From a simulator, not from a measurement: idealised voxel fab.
You're looking at the process module voxel self aligned vias.
This is section cut - it's 235 nm across, gridded in 5 nm square cells.
Cross-section, as written here: a square-cell grid given band by band from the top down, where a band holds one or more rows of cells. Basically the band line says how high the top is and how high the bottom is, in nm, and then what's in it from left to right, every material with its width in nm. Empty space shows up as "empty", and if a single material carries "everywhere" it runs the full band edge to edge. It should be noted that heights are counted from 0, beneath which the wafer as supplied is of one material throughout, and that the lowest band possesses no lower boundary but continues downward, as written in "0 -> down". Graded width ("30 to 40"): value in top row of band = first number; value in bottom row = second number; row-to-row change constant. Where a step carries "nothing changed", the cross-section came out of it unchanged, cell for cell. Empty spaces without an open route to the top, at least 8 cells in extent, make up the entry "Voids lacking openings"; each is given as width x height at distance, where the distance is measured from the left edge, and all are in nm. Formally, on a step line, whatever follows the settings is a remark that the simulator itself makes on the step. overlay nm, on a step with a mask: how far to the right of its planned place the mask lay; to the left if negative.
### These are the steps we planned for the process
1 RECEIVE (material Si)
2 CONFORMAL_DEP (material SiO2; thk nm 10)
3 CONFORMAL_DEP (material SiCN; thk nm 5)
4 DIRECTIONAL_DEP (material SiO2; thk nm 30)
5 MASKED_ETCH (tone open; mask id LINES; width nm 25; pitch nm 70; etch materials SiO2; depth nm 30; overlay nm 0)
6 CONFORMAL_DEP (material TiN; thk nm 5)
7 FILL_DEP (material Ru; thk nm 5)
8 CMP (height nm 45)
9 SELECTIVE_ETCH (etch materials W Ru TiN; depth nm 10)
10 FILL_DEP (material SiN; thk nm 10)
11 CMP (height nm 45)
12 DIRECTIONAL_DEP (material SiO2; thk nm 15)
13 DIRECTIONAL_DEP (material aC; thk nm 10)
14 PATTERN (tone open; mask id VIAS; material resist; width nm 45; pitch nm 70; thk nm 30; overlay nm 0)
15 DIRECTIONAL_ETCH (etch materials aC; depth nm 10)
16 STRIP (etch materials resist)
17 DIRECTIONAL_ETCH (etch materials SiO2; depth nm 15)
18 DIRECTIONAL_ETCH (etch materials SiN; depth nm 10)
19 STRIP (etch materials aC)
20 CONFORMAL_DEP (material TiN; thk nm 5)
21 FILL_DEP (material W; thk nm 10)
22 CMP (height nm 60)
23 CONFORMAL_DEP (material SiN; thk nm 5)
### First of two wafers, processed according to plan
### Wafer at receipt (post step 1), cross-section
0 -> down: Si everywhere
Voids lacking openings: none
### Sectional view: wafer, after step 2
10 -> 0: SiO2 everywhere
Under the height 0 nothing was changed.
### Sectional view: wafer, after step 3
15 -> 10: SiCN everywhere
Under the height 10 nothing was changed.
### Sectional view: wafer, after step 4
45 -> 15: SiO2 everywhere
Under the height 15 nothing was changed.
### Sectional view: wafer, after step 5
45 -> 15: SiO2 (70), empty (25), SiO2 (45), empty (25), SiO2 (70)
Under the height 15 nothing was changed.
### Sectional view: wafer, after step 6
50 -> 45: TiN (75), empty (15), TiN (55), empty (15), TiN (75)
45 -> 20: SiO2 (70), TiN (5), empty (15), TiN (5), SiO2 (45), TiN (5), empty (15), TiN (5), SiO2 (70)
20 -> 15: SiO2 (70), TiN (25), SiO2 (45), TiN (25), SiO2 (70)
Under the height 15 nothing was changed.
### Sectional view: wafer, after step 7
55 -> 50: Ru everywhere
50 -> 45: TiN (75), Ru (15), TiN (55), Ru (15), TiN (75)
45 -> 20: SiO2 (70), TiN (5), Ru (15), TiN (5), SiO2 (45), TiN (5), Ru (15), TiN (5), SiO2 (70)
Under the height 20 nothing was changed.
### Sectional view: wafer, after step 8
45 -> 20: SiO2 (70), TiN (5), Ru (15), TiN (5), SiO2 (45), TiN (5), Ru (15), TiN (5), SiO2 (70)
Under the height 20 nothing was changed.
### Sectional view: wafer, after step 9
45 -> 35: SiO2 (70), empty (25), SiO2 (45), empty (25), SiO2 (70)
Under the height 35 nothing was changed.
### Sectional view: wafer, after step 10
55 -> 45: SiN everywhere
45 -> 35: SiO2 (70), SiN (25), SiO2 (45), SiN (25), SiO2 (70)
Under the height 35 nothing was changed.
### Sectional view: wafer, after step 11
45 -> 35: SiO2 (70), SiN (25), SiO2 (45), SiN (25), SiO2 (70)
Under the height 35 nothing was changed.
### Sectional view: wafer, after step 12
60 -> 45: SiO2 everywhere
Under the height 45 nothing was changed.
### Sectional view: wafer, after step 13
70 -> 60: aC everywhere
Under the height 60 nothing was changed.
### Sectional view: wafer, after step 14
100 -> 70: resist (60), empty (45), resist (25), empty (45), resist (60)
Under the height 70 nothing was changed.
### Sectional view: wafer, after step 15
90 -> 70: resist (60), empty (45), resist (25), empty (45), resist (60)
70 -> 60: aC (60), empty (45), aC (25), empty (45), aC (60)
Under the height 60 nothing was changed.
### Sectional view: wafer, after step 16
70 -> 60: aC (60), empty (45), aC (25), empty (45), aC (60)
Under the height 60 nothing was changed.
### Sectional view: wafer, after step 17
70 -> 60: aC (60), empty (45), aC (25), empty (45), aC (60)
60 -> 45: SiO2 (60), empty (45), SiO2 (25), empty (45), SiO2 (60)
Under the height 45 nothing was changed.
### Sectional view: wafer, after step 18
70 -> 60: aC (60), empty (45), aC (25), empty (45), aC (60)
60 -> 45: SiO2 (60), empty (45), SiO2 (25), empty (45), SiO2 (60)
45 -> 35: SiO2 (70), empty (25), SiO2 (45), empty (25), SiO2 (70)
Under the height 35 nothing was changed.
### Sectional view: wafer, after step 19
60 -> 45: SiO2 (60), empty (45), SiO2 (25), empty (45), SiO2 (60)
Under the height 45 nothing was changed.
### Sectional view: wafer, after step 20
65 -> 60: TiN (65), empty (35), TiN (35), empty (35), TiN (65)
60 -> 50: SiO2 (60), TiN (5), empty (35), TiN (5), SiO2 (25), TiN (5), empty (35), TiN (5), SiO2 (60)
50 -> 40: SiO2 (60 to 70), TiN (15 to 5), empty (15), TiN (15 to 5), SiO2 (25 to 45), TiN (15 to 5), empty (15), TiN (15 to 5), SiO2 (60 to 70)
40 -> 35: SiO2 (70), TiN (25), SiO2 (45), TiN (25), SiO2 (70)
Under the height 35 nothing was changed.
### Sectional view: wafer, after step 21
75 -> 65: W everywhere
65 -> 60: TiN (65), W (35), TiN (35), W (35), TiN (65)
60 -> 50: SiO2 (60), TiN (5), W (35), TiN (5), SiO2 (25), TiN (5), W (35), TiN (5), SiO2 (60)
50 -> 40: SiO2 (60 to 70), TiN (15 to 5), W (15), TiN (15 to 5), SiO2 (25 to 45), TiN (15 to 5), W (15), TiN (15 to 5), SiO2 (60 to 70)
Under the height 40 nothing was changed.
### Sectional view: wafer, after step 22
60 -> 50: SiO2 (60), TiN (5), W (35), TiN (5), SiO2 (25), TiN (5), W (35), TiN (5), SiO2 (60)
Under the height 50 nothing was changed.
### Sectional view: wafer, after step 23
65 -> 60: SiN everywhere
Under the height 60 nothing was changed.
### What follows concerns the second wafer, which started out like the first and was meant to follow the very same plan; one mistake crept in when it was run, but everything up to and including step 16 is the same as for the first wafer
### Cross-sectional view of the second wafer at the intended end time of process step 17
70 -> 60: aC (60), empty (45), aC (25), empty (45), aC (60)
60 -> 45: SiO2 (60), empty (45), SiO2 (25), empty (45), SiO2 (60)
45 -> 35: SiO2 (60), empty (10), SiN (25), empty (10), SiO2 (25), empty (10), SiN (25), empty (10), SiO2 (60)
35 -> 30: SiO2 (60), empty (10), TiN (5), Ru (15), TiN (5), empty (10), SiO2 (25), empty (10), TiN (5), Ru (15), TiN (5), empty (10), SiO2 (60)
Under the height 30 nothing was changed.
### Cross-sectional view of the second wafer at the intended end time of process step 18
70 -> 60: aC (60), empty (45), aC (25), empty (45), aC (60)
60 -> 35: SiO2 (60), empty (45), SiO2 (25), empty (45), SiO2 (60)
Under the height 35 nothing was changed.
### Cross-sectional view of the second wafer at the intended end time of process step 19
60 -> 35: SiO2 (60), empty (45), SiO2 (25), empty (45), SiO2 (60)
Under the height 35 nothing was changed.
### Cross-sectional view of the second wafer at the intended end time of process step 20
65 -> 60: TiN (65), empty (35), TiN (35), empty (35), TiN (65)
60 -> 40: SiO2 (60), TiN (5), empty (35), TiN (5), SiO2 (25), TiN (5), empty (35), TiN (5), SiO2 (60)
40 -> 35: SiO2 (60), TiN (45), SiO2 (25), TiN (45), SiO2 (60)
35 -> 30: SiO2 (60), TiN (15), Ru (15), TiN (15), SiO2 (25), TiN (15), Ru (15), TiN (15), SiO2 (60)
Under the height 30 nothing was changed.
### Cross-sectional view of the second wafer at the intended end time of process step 21
75 -> 65: W everywhere
65 -> 60: TiN (65), W (35), TiN (35), W (35), TiN (65)
60 -> 40: SiO2 (60), TiN (5), W (35), TiN (5), SiO2 (25), TiN (5), W (35), TiN (5), SiO2 (60)
Under the height 40 nothing was changed.
### Cross-sectional view of the second wafer at the intended end time of process step 22
60 -> 40: SiO2 (60), TiN (5), W (35), TiN (5), SiO2 (25), TiN (5), W (35), TiN (5), SiO2 (60)
Under the height 40 nothing was changed.
### Cross-sectional view of the second wafer at the intended end time of process step 23
65 -> 60: SiN everywhere
Under the height 60 nothing was changed.
What went wrong in running the wafer? step 17 of the plan was twice carried out
Looking at both finished wafers in cells, the second ends up ahead of or behind the first on some materials: 24 fewer of SiO2 | 8 more of TiN | 16 more of W
